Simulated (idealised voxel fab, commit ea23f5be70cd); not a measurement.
Proc. module: voxel ribs on slabs
The width of the displayed cross-section, cut, is 270 nm; its cells are square, with a size of 5 nm.
In this document a cross-section is written as a grid of square cells. It is given as a series of bands, listed from the top down, and a band is one or more rows of cells. Each band's line starts with the height of the band's top and of its bottom, in nm. Then come its materials from left to right, each with its width in nm. One material with "everywhere" fills the band from edge to edge. "empty" is empty space. Basically, 0 is our baseline, since under it the wafer straight out of the box is all one material. The bottom band has no lower end and keeps on going down, so it looks like "top 0, no bottom". A width given as "30..40" starts at the first number in the band's top row and ends at the second number in its bottom row, shifting by an equal amount at every step from row to row. Take "nothing changed" at face value: in the step it is given for, the cross-section changed in none of its cells. Entry "Closed void table". Content: empty spaces with no open connection to the top, size 8 cells or greater. Each: width x height at distance. Distance: from left edge. Unit: nm. What comes after the settings on a step's line is commentary from the simulator itself on that step. "overlay nm" on a masked step: distance the mask lay right of its planned place, negative for left.

The process steps that were planned are listed below
- 1: RECEIVE,material Si
- 2: DIRECTIONAL_DEP,material SiO2,thk nm 20
- 3: DIRECTIONAL_DEP,material polySi,thk nm 20
- 4: DIRECTIONAL_DEP,material aC,thk nm 10
- 5: PATTERN,tone cover,mask id RIB,material resist,width nm 20,thk nm 30,overlay nm 0
- 6: DIRECTIONAL_ETCH,etch materials aC,depth nm 10
- 7: STRIP,etch materials resist
- 8: DIRECTIONAL_ETCH,etch materials polySi,depth nm 15
- 9: STRIP,etch materials aC
- 10: PATTERN,tone cover,mask id SLAB,material resist,width nm 60,thk nm 15,overlay nm 0
- 11: DIRECTIONAL_ETCH,etch materials polySi,depth nm 5
- 12: STRIP,etch materials resist
- 13: FILL_DEP,material SiO2,thk nm 25
- 14: CMP,height nm 55
- 15: DIRECTIONAL_DEP,material W,thk nm 5
- 16: PATTERN,tone cover,mask id HEATER,material resist,width nm 30,thk nm 20,overlay nm 0
- 17: DIRECTIONAL_ETCH,etch materials W,depth nm 5
- 18: STRIP,etch materials resist
- 19: CONFORMAL_DEP,material SiN,thk nm 5

The first of the two wafers, which ran as planned

Cross-section of the incoming wafer, state after step 1
> top 0, no bottom  Si everywhere
> Closed void table: none

The wafer in cross-section once step 2 is complete
> top 20, bottom 0  SiO2 everywhere
> Everything below 0 is unchanged.

The wafer in cross-section once step 3 is complete
> top 40, bottom 20  polySi everywhere
> Everything below 20 is unchanged.

The wafer in cross-section once step 4 is complete
> top 50, bottom 40  aC everywhere
> Everything below 40 is unchanged.

The wafer in cross-section once step 5 is complete
> top 80, bottom 50  125 nm empty  20 nm resist  125 nm empty
> Everything below 50 is unchanged.

The wafer in cross-section once step 6 is complete
> top 70, bottom 50  125 nm empty  20 nm resist  125 nm empty
> top 50, bottom 40  125 nm empty  20 nm aC  125 nm empty
> Everything below 40 is unchanged.

The wafer in cross-section once step 7 is complete
> top 50, bottom 40  125 nm empty  20 nm aC  125 nm empty
> Everything below 40 is unchanged.

The wafer in cross-section once step 8 is complete
> top 50, bottom 40  125 nm empty  20 nm aC  125 nm empty
> top 40, bottom 25  125 nm empty  20 nm polySi  125 nm empty
> Everything below 25 is unchanged.

The wafer in cross-section once step 9 is complete
> top 40, bottom 25  125 nm empty  20 nm polySi  125 nm empty
> Everything below 25 is unchanged.

The wafer in cross-section once step 10 is complete
> top 55, bottom 40  105 nm empty  60 nm resist  105 nm empty
> top 40, bottom 25  105 nm empty  20 nm resist  20 nm polySi  20 nm resist  105 nm empty
> Everything below 25 is unchanged.

The wafer in cross-section once step 11 is complete
> top 55, bottom 40  105 nm empty  60 nm resist  105 nm empty
> top 40, bottom 25  105 nm empty  20 nm resist  20 nm polySi  20 nm resist  105 nm empty
> top 25, bottom 20  105 nm empty  60 nm polySi  105 nm empty
> Everything below 20 is unchanged.

The wafer in cross-section once step 12 is complete
> top 40, bottom 25  125 nm empty  20 nm polySi  125 nm empty
> Everything below 25 is unchanged.

The wafer in cross-section once step 13 is complete
> top 65, bottom 40  SiO2 everywhere
> top 40, bottom 25  125 nm SiO2  20 nm polySi  125 nm SiO2
> top 25, bottom 20  105 nm SiO2  60 nm polySi  105 nm SiO2
> Everything below 20 is unchanged.

The wafer in cross-section once step 14 is complete
> top 55, bottom 40  SiO2 everywhere
> Everything below 40 is unchanged.

The wafer in cross-section once step 15 is complete
> top 60, bottom 55  W everywhere
> Everything below 55 is unchanged.

The wafer in cross-section once step 16 is complete
> top 80, bottom 60  120 nm empty  30 nm resist  120 nm empty
> Everything below 60 is unchanged.

The wafer in cross-section once step 17 is complete
> top 80, bottom 60  120 nm empty  30 nm resist  120 nm empty
> top 60, bottom 55  120 nm empty  30 nm W  120 nm empty
> Everything below 55 is unchanged.

The wafer in cross-section once step 18 is complete
> top 60, bottom 55  120 nm empty  30 nm W  120 nm empty
> Everything below 55 is unchanged.

The wafer in cross-section once step 19 is complete
> top 65, bottom 60  115 nm empty  40 nm SiN  115 nm empty
> top 60, bottom 55  120 nm SiN  30 nm W  120 nm SiN
> Everything below 55 is unchanged.

Second wafer, same starting conditions and recipe as the first, one mistake in executing it, nothing differs from the first up to and including step 1

The second wafer in cross-section, at the planned close of step 2
> top 40, bottom 0  SiO2 everywhere
> Everything below 0 is unchanged.

The second wafer in cross-section, at the planned close of step 3
> top 60, bottom 40  polySi everywhere
> Everything below 40 is unchanged.

The second wafer in cross-section, at the planned close of step 4
> top 70, bottom 60  aC everywhere
> Everything below 60 is unchanged.

The second wafer in cross-section, at the planned close of step 5
> top 100, bottom 70  125 nm empty  20 nm resist  125 nm empty
> Everything below 70 is unchanged.

The second wafer in cross-section, at the planned close of step 6
> top 90, bottom 70  125 nm empty  20 nm resist  125 nm empty
> top 70, bottom 60  125 nm empty  20 nm aC  125 nm empty
> Everything below 60 is unchanged.

The second wafer in cross-section, at the planned close of step 7
> top 70, bottom 60  125 nm empty  20 nm aC  125 nm empty
> Everything below 60 is unchanged.

The second wafer in cross-section, at the planned close of step 8
> top 70, bottom 60  125 nm empty  20 nm aC  125 nm empty
> top 60, bottom 45  125 nm empty  20 nm polySi  125 nm empty
> Everything below 45 is unchanged.

The second wafer in cross-section, at the planned close of step 9
> top 60, bottom 45  125 nm empty  20 nm polySi  125 nm empty
> Everything below 45 is unchanged.

The second wafer in cross-section, at the planned close of step 10
> top 75, bottom 60  105 nm empty  60 nm resist  105 nm empty
> top 60, bottom 45  105 nm empty  20 nm resist  20 nm polySi  20 nm resist  105 nm empty
> Everything below 45 is unchanged.

The second wafer in cross-section, at the planned close of step 11
> top 75, bottom 60  105 nm empty  60 nm resist  105 nm empty
> top 60, bottom 45  105 nm empty  20 nm resist  20 nm polySi  20 nm resist  105 nm empty
> top 45, bottom 40  105 nm empty  60 nm polySi  105 nm empty
> Everything below 40 is unchanged.

The second wafer in cross-section, at the planned close of step 12
> top 60, bottom 45  125 nm empty  20 nm polySi  125 nm empty
> Everything below 45 is unchanged.

The second wafer in cross-section, at the planned close of step 13
> top 85, bottom 60  SiO2 everywhere
> top 60, bottom 45  125 nm SiO2  20 nm polySi  125 nm SiO2
> top 45, bottom 40  105 nm SiO2  60 nm polySi  105 nm SiO2
> Everything below 40 is unchanged.

The second wafer in cross-section, at the planned close of step 14
> top 55, bottom 45  125 nm SiO2  20 nm polySi  125 nm SiO2
> Everything below 45 is unchanged.

The second wafer in cross-section, at the planned close of step 15
> top 60, bottom 55  W everywhere
> Everything below 55 is unchanged.

The second wafer in cross-section, at the planned close of step 16
> top 80, bottom 60  120 nm empty  30 nm resist  120 nm empty
> Everything below 60 is unchanged.

The second wafer in cross-section, at the planned close of step 17
> top 80, bottom 60  120 nm empty  30 nm resist  120 nm empty
> top 60, bottom 55  120 nm empty  30 nm W  120 nm empty
> Everything below 55 is unchanged.

The second wafer in cross-section, at the planned close of step 18
> top 60, bottom 55  120 nm empty  30 nm W  120 nm empty
> Everything below 55 is unchanged.

The second wafer in cross-section, at the planned close of step 19
> top 65, bottom 60  115 nm empty  40 nm SiN  115 nm empty
> top 60, bottom 55  120 nm SiN  30 nm W  120 nm SiN
> Everything below 55 is unchanged.
Want to know what went wrong? step 2, plan: ran twice
Upon completion, the second wafer contains, in terms of cells, a greater or smaller amount of certain materials than the first wafer: +4 SiO2 | -4 polySi
